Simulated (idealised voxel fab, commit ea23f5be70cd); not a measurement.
process module | voxel capacitor over wiring
cross-section cut | 230 nm wide | cells 5 nm
A cross-section is a grid of square cells, given in bands from the top down. A band is one or more rows of cells.
Each band's line starts with the height of the band's top and of its bottom, in nm. Then come its materials from left to right, each with its width in nm. One material with "throughout" fills the band from edge to edge. "air" is empty space.
Height 0 is the level under which the wafer as received is all one material. The lowest band goes on downwards, as in "0 down".
A width such as "30 to 40" changes by the same amount from each row of cells to the next, from the band's top row to its bottom row.
"no change" after a step means that no cell of the cross-section changed.
closed voids: empty space of 8 cells or more with no open way to the top, each as width x height at its distance from the left edge, in nm
after a step's settings: what the simulator itself notes on the step
overlay nm, on a step with a mask: how far to the right of its planned place the mask lay; to the left if negative
plan
1 op RECEIVE | material Si
2 op CONFORMAL_DEP | material SiO2 | thk nm 10
3 op CONFORMAL_DEP | material SiCN | thk nm 5
4 op DIRECTIONAL_DEP | material SiO2 | thk nm 20
5 op DIRECTIONAL_DEP | material aC | thk nm 15
6 op PATTERN | tone open | mask id METAL_1 | material resist | width nm 30 | pitch nm 95 | thk nm 35 | overlay nm 0
7 op DIRECTIONAL_ETCH | etch materials aC | depth nm 15
8 op STRIP | etch materials resist
9 op DIRECTIONAL_ETCH | etch materials SiO2 | depth nm 20
10 op DIRECTIONAL_ETCH | etch materials SiCN | depth nm 5
11 op STRIP | etch materials aC
12 op CONFORMAL_DEP | material TiN | thk nm 5
13 op FILL_DEP | material Ru | thk nm 5
14 op CMP | height nm 35
15 op CONFORMAL_DEP | material SiCN | thk nm 5
16 op DIRECTIONAL_DEP | material lowk | thk nm 15
17 op DIRECTIONAL_DEP | material aC | thk nm 10
18 op PATTERN | tone open | mask id PLUG_1 | material resist | width nm 15 | thk nm 30 | overlay nm 0
19 op DIRECTIONAL_ETCH | etch materials aC | depth nm 10
20 op STRIP | etch materials resist
21 op DIRECTIONAL_ETCH | etch materials lowk | depth nm 15
22 op DIRECTIONAL_ETCH | etch materials SiCN | depth nm 5
23 op STRIP | etch materials aC
24 op EPI | material Ru | thk nm 10
25 op EPI | material Ru | thk nm 10
26 op DIRECTIONAL_DEP | material TiN | thk nm 10
27 op DIRECTIONAL_DEP | material SiN | thk nm 5
28 op DIRECTIONAL_DEP | material TiN | thk nm 10
29 op MASKED_ETCH | tone cover | mask id UPPER_PLATE | width nm 70 | etch materials TiN | depth nm 10 | overlay nm 0
30 op MASKED_ETCH | tone cover | mask id UPPER_PLATE | width nm 70 | etch materials SiN | depth nm 5 | overlay nm 0
31 op DIRECTIONAL_DEP | material aC | thk nm 10
32 op PATTERN | tone cover | mask id LOWER_PLATE | material resist | width nm 80 | thk nm 25 | overlay nm 0
33 op DIRECTIONAL_ETCH | etch materials aC | depth nm 10
34 op STRIP | etch materials resist
35 op DIRECTIONAL_ETCH | etch materials TiN | depth nm 10
36 op STRIP | etch materials aC
37 op FILL_DEP | material SiO2 | thk nm 15
38 op CMP | height nm 90
39 op DIRECTIONAL_DEP | material aC | thk nm 15
40 op PATTERN | tone open | mask id PLUG_2 | material resist | width nm 15 | thk nm 35 | overlay nm 0
41 op DIRECTIONAL_ETCH | etch materials aC | depth nm 15
42 op STRIP | etch materials resist
43 op DIRECTIONAL_ETCH | etch materials SiO2 | depth nm 10
44 op STRIP | etch materials aC
45 op CONFORMAL_DEP | material TiN | thk nm 5
46 op FILL_DEP | material W | thk nm 5
47 op CMP | height nm 90
48 op CONFORMAL_DEP | material SiN | thk nm 5
first wafer, as planned
as received, after step 1
  0 down: Si throughout
  closed voids: none
after step 2
  10 to 0: SiO2 throughout
  below 0: unchanged
after step 3
  15 to 10: SiCN throughout
  below 10: unchanged
after step 4
  35 to 15: SiO2 throughout
  below 15: unchanged
after step 5
  50 to 35: aC throughout
  below 35: unchanged
after step 6
  85 to 50: resist 50 | air 30 | resist 65 | air 30 | resist 55
  below 50: unchanged
after step 7
  70 to 50: resist 50 | air 30 | resist 65 | air 30 | resist 55
  50 to 35: aC 50 | air 30 | aC 65 | air 30 | aC 55
  below 35: unchanged
after step 8
  50 to 35: aC 50 | air 30 | aC 65 | air 30 | aC 55
  below 35: unchanged
after step 9
  50 to 35: aC 50 | air 30 | aC 65 | air 30 | aC 55
  35 to 15: SiO2 50 | air 30 | SiO2 65 | air 30 | SiO2 55
  below 15: unchanged
after step 10
  50 to 35: aC 50 | air 30 | aC 65 | air 30 | aC 55
  35 to 15: SiO2 50 | air 30 | SiO2 65 | air 30 | SiO2 55
  15 to 10: SiCN 50 | air 30 | SiCN 65 | air 30 | SiCN 55
  below 10: unchanged
after step 11
  35 to 15: SiO2 50 | air 30 | SiO2 65 | air 30 | SiO2 55
  below 15: unchanged
after step 12
  40 to 35: TiN 55 | air 20 | TiN 75 | air 20 | TiN 60
  35 to 15: SiO2 50 | TiN 5 | air 20 | TiN 5 | SiO2 65 | TiN 5 | air 20 | TiN 5 | SiO2 55
  15 to 10: SiCN 50 | TiN 30 | SiCN 65 | TiN 30 | SiCN 55
  below 10: unchanged
after step 13
  45 to 40: Ru throughout
  40 to 35: TiN 55 | Ru 20 | TiN 75 | Ru 20 | TiN 60
  35 to 15: SiO2 50 | TiN 5 | Ru 20 | TiN 5 | SiO2 65 | TiN 5 | Ru 20 | TiN 5 | SiO2 55
  below 15: unchanged
after step 14
  35 to 15: SiO2 50 | TiN 5 | Ru 20 | TiN 5 | SiO2 65 | TiN 5 | Ru 20 | TiN 5 | SiO2 55
  below 15: unchanged
after step 15
  40 to 35: SiCN throughout
  below 35: unchanged
after step 16
  55 to 40: lowk throughout
  below 40: unchanged
after step 17
  65 to 55: aC throughout
  below 55: unchanged
after step 18
  95 to 65: resist 65 | air 15 | resist 150
  below 65: unchanged
after step 19
  85 to 65: resist 65 | air 15 | resist 150
  65 to 55: aC 65 | air 15 | aC 150
  below 55: unchanged
after step 20
  65 to 55: aC 65 | air 15 | aC 150
  below 55: unchanged
after step 21
  65 to 55: aC 65 | air 15 | aC 150
  55 to 40: lowk 65 | air 15 | lowk 150
  below 40: unchanged
after step 22
  65 to 55: aC 65 | air 15 | aC 150
  55 to 40: lowk 65 | air 15 | lowk 150
  40 to 35: SiCN 65 | air 15 | SiCN 150
  below 35: unchanged
after step 23
  55 to 40: lowk 65 | air 15 | lowk 150
  below 40: unchanged
after step 24
  55 to 45: lowk 65 | air 15 | lowk 150
  45 to 40: lowk 65 | Ru 15 | lowk 150
  40 to 35: SiCN 65 | Ru 15 | SiCN 150
  below 35: unchanged
after step 25
  55 to 40: lowk 65 | Ru 15 | lowk 150
  below 40: unchanged
after step 26
  65 to 55: TiN throughout
  below 55: unchanged
after step 27
  70 to 65: SiN throughout
  below 65: unchanged
after step 28
  80 to 70: TiN throughout
  below 70: unchanged
after step 29
  80 to 70: air 65 | TiN 70 | air 95
  below 70: unchanged
after step 30
  80 to 70: air 65 | TiN 70 | air 95
  70 to 65: air 65 | SiN 70 | air 95
  below 65: unchanged
after step 31
  90 to 80: air 65 | aC 70 | air 95
  80 to 75: air 65 | TiN 70 | air 95
  75 to 70: aC 65 | TiN 70 | aC 95
  70 to 65: aC 65 | SiN 70 | aC 95
  below 65: unchanged
after step 32
  115 to 90: air 60 | resist 80 | air 90
  90 to 80: air 60 | resist 5 | aC 70 | resist 5 | air 90
  80 to 75: air 60 | resist 5 | TiN 70 | resist 5 | air 90
  below 75: unchanged
after step 33
  105 to 90: air 60 | resist 80 | air 90
  90 to 80: air 60 | resist 5 | aC 70 | resist 5 | air 90
  80 to 75: air 60 | resist 5 | TiN 70 | resist 5 | air 90
  75 to 70: air 60 | aC 5 | TiN 70 | aC 5 | air 90
  70 to 65: air 60 | aC 5 | SiN 70 | aC 5 | air 90
  below 65: unchanged
after step 34
  90 to 80: air 65 | aC 70 | air 95
  80 to 75: air 65 | TiN 70 | air 95
  below 75: unchanged
after step 35
  90 to 80: air 65 | aC 70 | air 95
  80 to 75: air 65 | TiN 70 | air 95
  75 to 70: air 60 | aC 5 | TiN 70 | aC 5 | air 90
  70 to 65: air 60 | aC 5 | SiN 70 | aC 5 | air 90
  65 to 55: air 60 | TiN 80 | air 90
  below 55: unchanged
after step 36
  80 to 70: air 65 | TiN 70 | air 95
  70 to 65: air 65 | SiN 70 | air 95
  below 65: unchanged
after step 37
  95 to 80: SiO2 throughout
  80 to 70: SiO2 65 | TiN 70 | SiO2 95
  70 to 65: SiO2 65 | SiN 70 | SiO2 95
  65 to 55: SiO2 60 | TiN 80 | SiO2 90
  below 55: unchanged
after step 38
  90 to 80: SiO2 throughout
  below 80: unchanged
after step 39
  105 to 90: aC throughout
  below 90: unchanged
after step 40
  140 to 105: resist 75 | air 15 | resist 140
  below 105: unchanged
after step 41
  125 to 105: resist 75 | air 15 | resist 140
  105 to 90: aC 75 | air 15 | aC 140
  below 90: unchanged
after step 42
  105 to 90: aC 75 | air 15 | aC 140
  below 90: unchanged
after step 43
  105 to 90: aC 75 | air 15 | aC 140
  90 to 80: SiO2 75 | air 15 | SiO2 140
  below 80: unchanged
after step 44
  90 to 80: SiO2 75 | air 15 | SiO2 140
  below 80: unchanged
after step 45
  95 to 90: TiN 80 | air 5 | TiN 145
  90 to 85: SiO2 75 | TiN 5 | air 5 | TiN 5 | SiO2 140
  85 to 80: SiO2 75 | TiN 15 | SiO2 140
  below 80: unchanged
after step 46
  100 to 95: W throughout
  95 to 90: TiN 80 | W 5 | TiN 145
  90 to 85: SiO2 75 | TiN 5 | W 5 | TiN 5 | SiO2 140
  below 85: unchanged
after step 47
  90 to 85: SiO2 75 | TiN 5 | W 5 | TiN 5 | SiO2 140
  below 85: unchanged
after step 48
  95 to 90: SiN throughout
  below 90: unchanged
second wafer: like start, like plan, one mistake. Through step 1 it matches the first wafer
when step 2 should have ended: no change
when step 3 should have ended
  5 to 0: SiCN throughout
  below 0: unchanged
when step 4 should have ended
  25 to 5: SiO2 throughout
  below 5: unchanged
when step 5 should have ended
  40 to 25: aC throughout
  below 25: unchanged
when step 6 should have ended
  75 to 40: resist 50 | air 30 | resist 65 | air 30 | resist 55
  below 40: unchanged
when step 7 should have ended
  60 to 40: resist 50 | air 30 | resist 65 | air 30 | resist 55
  40 to 25: aC 50 | air 30 | aC 65 | air 30 | aC 55
  below 25: unchanged
when step 8 should have ended
  40 to 25: aC 50 | air 30 | aC 65 | air 30 | aC 55
  below 25: unchanged
when step 9 should have ended
  40 to 25: aC 50 | air 30 | aC 65 | air 30 | aC 55
  25 to 5: SiO2 50 | air 30 | SiO2 65 | air 30 | SiO2 55
  below 5: unchanged
when step 10 should have ended
  40 to 25: aC 50 | air 30 | aC 65 | air 30 | aC 55
  25 to 5: SiO2 50 | air 30 | SiO2 65 | air 30 | SiO2 55
  5 to 0: SiCN 50 | air 30 | SiCN 65 | air 30 | SiCN 55
  below 0: unchanged
when step 11 should have ended
  25 to 5: SiO2 50 | air 30 | SiO2 65 | air 30 | SiO2 55
  below 5: unchanged
when step 12 should have ended
  30 to 25: TiN 55 | air 20 | TiN 75 | air 20 | TiN 60
  25 to 5: SiO2 50 | TiN 5 | air 20 | TiN 5 | SiO2 65 | TiN 5 | air 20 | TiN 5 | SiO2 55
  5 to 0: SiCN 50 | TiN 30 | SiCN 65 | TiN 30 | SiCN 55
  below 0: unchanged
when step 13 should have ended
  35 to 30: Ru throughout
  30 to 25: TiN 55 | Ru 20 | TiN 75 | Ru 20 | TiN 60
  25 to 5: SiO2 50 | TiN 5 | Ru 20 | TiN 5 | SiO2 65 | TiN 5 | Ru 20 | TiN 5 | SiO2 55
  below 5: unchanged
when step 14 should have ended: no change
when step 15 should have ended
  40 to 35: SiCN throughout
  below 35: unchanged
when step 16 should have ended
  55 to 40: lowk throughout
  below 40: unchanged
when step 17 should have ended
  65 to 55: aC throughout
  below 55: unchanged
when step 18 should have ended
  95 to 65: resist 65 | air 15 | resist 150
  below 65: unchanged
when step 19 should have ended
  85 to 65: resist 65 | air 15 | resist 150
  65 to 55: aC 65 | air 15 | aC 150
  below 55: unchanged
when step 20 should have ended
  65 to 55: aC 65 | air 15 | aC 150
  below 55: unchanged
when step 21 should have ended
  65 to 55: aC 65 | air 15 | aC 150
  55 to 40: lowk 65 | air 15 | lowk 150
  below 40: unchanged
when step 22 should have ended
  65 to 55: aC 65 | air 15 | aC 150
  55 to 40: lowk 65 | air 15 | lowk 150
  40 to 35: SiCN 65 | air 15 | SiCN 150
  below 35: unchanged
when step 23 should have ended
  55 to 40: lowk 65 | air 15 | lowk 150
  below 40: unchanged
when step 24 should have ended
  55 to 45: lowk 65 | air 15 | lowk 150
  45 to 40: lowk 65 | Ru 15 | lowk 150
  40 to 35: SiCN 65 | Ru 15 | SiCN 150
  below 35: unchanged
when step 25 should have ended
  55 to 40: lowk 65 | Ru 15 | lowk 150
  below 40: unchanged
when step 26 should have ended
  65 to 55: TiN throughout
  below 55: unchanged
when step 27 should have ended
  70 to 65: SiN throughout
  below 65: unchanged
when step 28 should have ended
  80 to 70: TiN throughout
  below 70: unchanged
when step 29 should have ended
  80 to 70: air 65 | TiN 70 | air 95
  below 70: unchanged
when step 30 should have ended
  80 to 70: air 65 | TiN 70 | air 95
  70 to 65: air 65 | SiN 70 | air 95
  below 65: unchanged
when step 31 should have ended
  90 to 80: air 65 | aC 70 | air 95
  80 to 75: air 65 | TiN 70 | air 95
  75 to 70: aC 65 | TiN 70 | aC 95
  70 to 65: aC 65 | SiN 70 | aC 95
  below 65: unchanged
when step 32 should have ended
  115 to 90: air 60 | resist 80 | air 90
  90 to 80: air 60 | resist 5 | aC 70 | resist 5 | air 90
  80 to 75: air 60 | resist 5 | TiN 70 | resist 5 | air 90
  below 75: unchanged
when step 33 should have ended
  105 to 90: air 60 | resist 80 | air 90
  90 to 80: air 60 | resist 5 | aC 70 | resist 5 | air 90
  80 to 75: air 60 | resist 5 | TiN 70 | resist 5 | air 90
  75 to 70: air 60 | aC 5 | TiN 70 | aC 5 | air 90
  70 to 65: air 60 | aC 5 | SiN 70 | aC 5 | air 90
  below 65: unchanged
when step 34 should have ended
  90 to 80: air 65 | aC 70 | air 95
  80 to 75: air 65 | TiN 70 | air 95
  below 75: unchanged
when step 35 should have ended
  90 to 80: air 65 | aC 70 | air 95
  80 to 75: air 65 | TiN 70 | air 95
  75 to 70: air 60 | aC 5 | TiN 70 | aC 5 | air 90
  70 to 65: air 60 | aC 5 | SiN 70 | aC 5 | air 90
  65 to 55: air 60 | TiN 80 | air 90
  below 55: unchanged
when step 36 should have ended
  80 to 70: air 65 | TiN 70 | air 95
  70 to 65: air 65 | SiN 70 | air 95
  below 65: unchanged
when step 37 should have ended
  95 to 80: SiO2 throughout
  80 to 70: SiO2 65 | TiN 70 | SiO2 95
  70 to 65: SiO2 65 | SiN 70 | SiO2 95
  65 to 55: SiO2 60 | TiN 80 | SiO2 90
  below 55: unchanged
when step 38 should have ended
  90 to 80: SiO2 throughout
  below 80: unchanged
when step 39 should have ended
  105 to 90: aC throughout
  below 90: unchanged
when step 40 should have ended
  140 to 105: resist 75 | air 15 | resist 140
  below 105: unchanged
when step 41 should have ended
  125 to 105: resist 75 | air 15 | resist 140
  105 to 90: aC 75 | air 15 | aC 140
  below 90: unchanged
when step 42 should have ended
  105 to 90: aC 75 | air 15 | aC 140
  below 90: unchanged
when step 43 should have ended
  105 to 90: aC 75 | air 15 | aC 140
  90 to 80: SiO2 75 | air 15 | SiO2 140
  below 80: unchanged
when step 44 should have ended
  90 to 80: SiO2 75 | air 15 | SiO2 140
  below 80: unchanged
when step 45 should have ended
  95 to 90: TiN 80 | air 5 | TiN 145
  90 to 85: SiO2 75 | TiN 5 | air 5 | TiN 5 | SiO2 140
  85 to 80: SiO2 75 | TiN 15 | SiO2 140
  below 80: unchanged
when step 46 should have ended
  100 to 95: W throughout
  95 to 90: TiN 80 | W 5 | TiN 145
  90 to 85: SiO2 75 | TiN 5 | W 5 | TiN 5 | SiO2 140
  below 85: unchanged
when step 47 should have ended
  90 to 85: SiO2 75 | TiN 5 | W 5 | TiN 5 | SiO2 140
  below 85: unchanged
when step 48 should have ended
  95 to 90: SiN throughout
  below 90: unchanged
what went wrong: step 2 was left out
at the end the second wafer has, in cells: 54 more of Ru | 92 fewer of SiO2 | 38 more of TiN
